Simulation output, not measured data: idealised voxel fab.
The following is a process module called voxel wiring stack.
Xsec cut, 255 nm wide, square cell size 5 nm.
The cross-sections in this document take the form of a grid made of square cells. They are written out as bands, in order from top to bottom. Each band consists of one or more rows of cells.
Look at the band entry: it leads with the top's height and the bottom's height in nm. Then it lists the materials left to right, with a width in nm for each. The word "everywhere" on a single material says that material fills the band edge to edge. The word "air" is empty space.
Below 0: as-received wafer, all one material; heights counted from there. Lowest band: no bottom, goes on down, written "0 -> down".
A width such as "30..40" changes by the same amount from each row of cells to the next, from the band's top row to its bottom row.
A step reported as "all unchanged" is a step in which no cell of the cross-section changed.
The entry titled "Closed cavities" provides the empty spaces that have no open way to the top, restricted to those of 8 cells or more. Each is presented as width x height at distance, the distance being measured from the left edge, with all three in nm.
The remark found on a step's line after its settings is issued by the simulator itself and pertains to that step.
Each step line may optionally specify "overlay nm", which for a step with a mask gives the rightward distance between the mask's planned place and where it lay, a negative value indicating the leftward direction.
**Intended process steps**
| 1 | RECEIVE | material Si |
| 2 | CONFORMAL_DEP | material SiO2 | thk nm 15 |
| 3 | DIRECTIONAL_DEP | material TiN | thk nm 5 |
| 4 | DIRECTIONAL_DEP | material Ru | thk nm 25 |
| 5 | MASKED_ETCH | tone cover | mask id METAL_1 | width nm 25 | pitch nm 40 | etch materials Ru | depth nm 25 | overlay nm 0 |
| 6 | MASKED_ETCH | tone cover | mask id METAL_1 | width nm 25 | pitch nm 40 | etch materials TiN | depth nm 5 | overlay nm 0 |
| 7 | FILL_DEP | material SiO2 | thk nm 10 |
| 8 | CMP | height nm 45 |
| 9 | CONFORMAL_DEP | material SiCN | thk nm 5 |
| 10 | DIRECTIONAL_DEP | material lowk | thk nm 15 |
| 11 | PATTERN | tone open | mask id PLUG_1 | material resist | width nm 15 | pitch nm 40 | thk nm 15 | overlay nm 0 |
| 12 | DIRECTIONAL_ETCH | etch materials lowk | depth nm 15 |
| 13 | DIRECTIONAL_ETCH | etch materials SiCN | depth nm 5 |
| 14 | STRIP | etch materials resist |
| 15 | EPI | material Ru | thk nm 10 |
| 16 | EPI | material Ru | thk nm 10 |
| 17 | DIRECTIONAL_DEP | material TiN | thk nm 5 |
| 18 | DIRECTIONAL_DEP | material Ru | thk nm 20 |
| 19 | PATTERN | tone cover | mask id METAL_2 | material resist | width nm 25 | pitch nm 40 | thk nm 20 | overlay nm 0 |
| 20 | DIRECTIONAL_ETCH | etch materials Ru | depth nm 20 |
| 21 | DIRECTIONAL_ETCH | etch materials TiN | depth nm 5 |
| 22 | STRIP | etch materials resist |
| 23 | FILL_DEP | material lowk | thk nm 10 |
| 24 | CMP | height nm 90 |
| 25 | CONFORMAL_DEP | material SiN | thk nm 5 |
**Cross-section of the wafer at receipt, which is the condition after step 1**
* 0 -> down: Si everywhere
* Closed cavities: none
**Below is the wafer in cross-section after the module was completed. It began from the starting point shown above and followed the plan shown above, except that one mistake was made while running it**
* 95 -> 90: SiN everywhere
* 90 -> 70: lowk (110) | Ru (10) | lowk (30) | Ru (10) | lowk (95)
* 70 -> 65: lowk (95) | Ru (15) | TiN (10) | lowk (15) | Ru (15) | TiN (10) | lowk (95)
* 65 -> 50: lowk (95) | Ru (15) | lowk (25) | Ru (15) | lowk (105)
* 50 -> 45: SiCN (95) | TiN (15) | SiCN (25) | TiN (15) | SiCN (105)
* 45 -> 40: SiO2 everywhere
* 40 -> 20: SiO2 (95) | Ru (25) | SiO2 (15) | Ru (25) | SiO2 (95)
* 20 -> 15: SiO2 (95) | TiN (25) | SiO2 (15) | TiN (25) | SiO2 (95)
* 15 -> 0: SiO2 everywhere
* 0 -> down: Si everywhere
* Closed cavities: none
It is concluded that the wafer was processed incorrectly with respect to the plan, in that not per plan at step 4, really ran DIRECTIONAL_DEP | material Ru | thk nm 20
